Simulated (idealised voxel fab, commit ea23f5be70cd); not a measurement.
Name of the process module below: voxel trench capacitor
The cross-section shown here is cut; it is 255 nm wide and divided into square cells measuring 5 nm on a side.
Cross-section format: a grid of square cells, given as bands from top to bottom; each band is one or more rows of cells.
Heads up on the band format: heights come first, top then bottom, in nm. After that it's the materials left to right, each with its width in nm. A single material flagged "everywhere" fills the whole band edge to edge, and "air" means there's empty space there.
Counting heights begins at 0, where everything beneath is, in the wafer as received, one material. The lowest band has no bottom; it goes on downwards, as "from 0 down" shows.
The two numbers in a width such as "30->40" mark its ends across the band: the first belongs to the top row of cells, the second to the bottom row, and from each row to the next the width moves by the same amount.
What does "no modifications" mean for a step? It means no cell of the cross-section changed in that step.
Reported under the label "Enclosed internal voids" are the empty spaces having no open way to the top and comprising 8 cells or more; the notation for each is width x height at distance, in which the distance is measured from the left edge and all three values are in nm.
Formally, on a step line, whatever follows the settings is a remark that the simulator itself makes on the step.
Each step line may optionally specify "overlay nm", which for a step with a mask gives the rightward distance between the mask's planned place and where it lay, a negative value indicating the leftward direction.

Plan:
step 1: RECEIVE with material Si
step 2: CONFORMAL_DEP with material SiN, thk nm 5
step 3: DIRECTIONAL_DEP with material aC, thk nm 15
step 4: PATTERN with tone open, mask id TRENCH, material resist, width nm 20, pitch nm 45, thk nm 30, overlay nm -15
step 5: DIRECTIONAL_ETCH with etch materials aC, depth nm 15
step 6: STRIP with etch materials resist
step 7: DIRECTIONAL_ETCH with etch materials SiN, depth nm 5
step 8: DIRECTIONAL_ETCH with etch materials Si, depth nm 30
step 9: STRIP with etch materials aC
step 10: CONFORMAL_DEP with material Al2O3, thk nm 5
step 11: FILL_DEP with material polySi, thk nm 5
step 12: CMP with height nm 5
All wafers enter the flow in the same state. The overlay nm at step 4 differs from wafer to wafer, and the plan gives the value for the first wafer.

This is how the first of several wafers looked in cross-section when it arrived, which is after step 1:
from 0 down = Si everywhere
Enclosed internal voids: none

Here is how to read the rows: every wafer has a row, and it shows the wafer at the end of the module, giving for each material how many cells were gained (+) or lost (-) since the wafer was received, then listing its closed voids:
overlay nm -15, +32 Al2O3, -48 Si, +43 SiN, +24 polySi, Enclosed internal voids: none
overlay nm -10, +32 Al2O3, -48 Si, +43 SiN, +24 polySi, Enclosed internal voids: none
overlay nm -5, +32 Al2O3, -48 Si, +43 SiN, +24 polySi, Enclosed internal voids: none
overlay nm 0, +32 Al2O3, -48 Si, +43 SiN, +24 polySi, Enclosed internal voids: none
overlay nm 5, +32 Al2O3, -48 Si, +43 SiN, +24 polySi, Enclosed internal voids: none
overlay nm 10, +32 Al2O3, -48 Si, +43 SiN, +24 polySi, Enclosed internal voids: none
overlay nm 15, +32 Al2O3, -48 Si, +43 SiN, +24 polySi, Enclosed internal voids: none
